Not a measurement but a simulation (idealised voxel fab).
Documented hereafter: the process module known as voxel self aligned vias.
The cross-section shown here is cut; it is 225 nm wide and divided into square cells measuring 5 nm on a side.
We lay out every cross-section as a grid of square cells and spell it out in bands from the top down, where one band means one or more rows of cells.
Band: top height; bottom height; in nm. Then, left to right: material with width in nm, for each material. "everywhere": a single material spanning edge to edge. "blank": empty space.
Heights are expressed relative to 0, this being the level below which the as-received wafer comprises one material exclusively. The lowest band is unbounded in the downward direction and is denoted as in "0 down".
Width "30 to 40": first value at the band's top row of cells, second value at its bottom row, equal change from row to row.
No cell of the cross-section changed in a step that is given as "same as before".
"Enclosed void entries": empty spaces of 8 cells or more with no open way to the top, each given as width x height at distance, distance from the left edge, all in nm.
Past the settings on a step's line: simulator remark, on that step.
For masked steps, "overlay nm" on the step line gives how far right of plan the mask actually lay; a minus sign means it lay to the left.

The steps planned for the process are as follows:
1. RECEIVE, material Si
2. CONFORMAL_DEP, material SiO2, thk nm 15
3. CONFORMAL_DEP, material SiCN, thk nm 5
4. DIRECTIONAL_DEP, material SiO2, thk nm 20
5. DIRECTIONAL_DEP, material aC, thk nm 10
6. PATTERN, tone open, mask id LINES, material resist, width nm 20, pitch nm 45, thk nm 25, overlay nm 0
7. DIRECTIONAL_ETCH, etch materials aC, depth nm 10
8. STRIP, etch materials resist
9. DIRECTIONAL_ETCH, etch materials SiO2, depth nm 20
10. STRIP, etch materials aC
11. CONFORMAL_DEP, material TiN, thk nm 5
12. FILL_DEP, material Ru, thk nm 10
13. CMP, height nm 40
14. SELECTIVE_ETCH, etch materials W Ru TiN, depth nm 5
15. FILL_DEP, material SiN, thk nm 10
16. CMP, height nm 40
17. DIRECTIONAL_DEP, material SiO2, thk nm 20
18. MASKED_ETCH, tone open, mask id VIAS, width nm 30, etch materials SiO2, depth nm 20, overlay nm 0
19. MASKED_ETCH, tone open, mask id VIAS, width nm 30, etch materials SiN, depth nm 5, overlay nm 0
20. CONFORMAL_DEP, material TiN, thk nm 5
21. FILL_DEP, material Ru, thk nm 5
22. CMP, height nm 60
23. CONFORMAL_DEP, material SiCN, thk nm 5

As-received wafer cross-section (after step 1):
0 down: Si everywhere
Enclosed void entries: none

As-planned run: cross-section of the first of two wafers at end of module:
65 to 60: SiCN everywhere
60 to 45: 75 of SiO2 | 5 of TiN | 20 of Ru | 5 of TiN | 120 of SiO2
45 to 40: 75 of SiO2 | 10 of TiN | 10 of Ru | 10 of TiN | 120 of SiO2
40 to 35: 80 of SiO2 | 20 of TiN | 25 of SiO2 | 20 of SiN | 80 of SiO2
35 to 25: 80 of SiO2 | 5 of TiN | 10 of Ru | 5 of TiN | 25 of SiO2 | 5 of TiN | 10 of Ru | 5 of TiN | 80 of SiO2
25 to 20: 80 of SiO2 | 20 of TiN | 25 of SiO2 | 20 of TiN | 80 of SiO2
20 to 15: SiCN everywhere
15 to 0: SiO2 everywhere
0 down: Si everywhere
Enclosed void entries: none

Second wafer through the module, sectioned at the end: same beginning and same plan as the first wafer, with one mistake in carrying it out:
65 to 60: SiCN everywhere
60 to 55: 75 of SiN | 30 of TiN | 120 of SiN
55 to 40: SiN everywhere
40 to 35: 80 of SiO2 | 20 of SiN | 25 of SiO2 | 20 of SiN | 80 of SiO2
35 to 25: 80 of SiO2 | 5 of TiN | 10 of Ru | 5 of TiN | 25 of SiO2 | 5 of TiN | 10 of Ru | 5 of TiN | 80 of SiO2
25 to 20: 80 of SiO2 | 20 of TiN | 25 of SiO2 | 20 of TiN | 80 of SiO2
20 to 15: SiCN everywhere
15 to 0: SiO2 everywhere
0 down: Si everywhere
Enclosed void entries: none
what went wrong: step 17 ran as: DIRECTIONAL_DEP, material SiN, thk nm 20
Heads up, by the end the second wafer has more or fewer cells of some materials compared to the first: 14 fewer of Ru, 178 more of SiN, 156 fewer of SiO2, 8 fewer of TiN
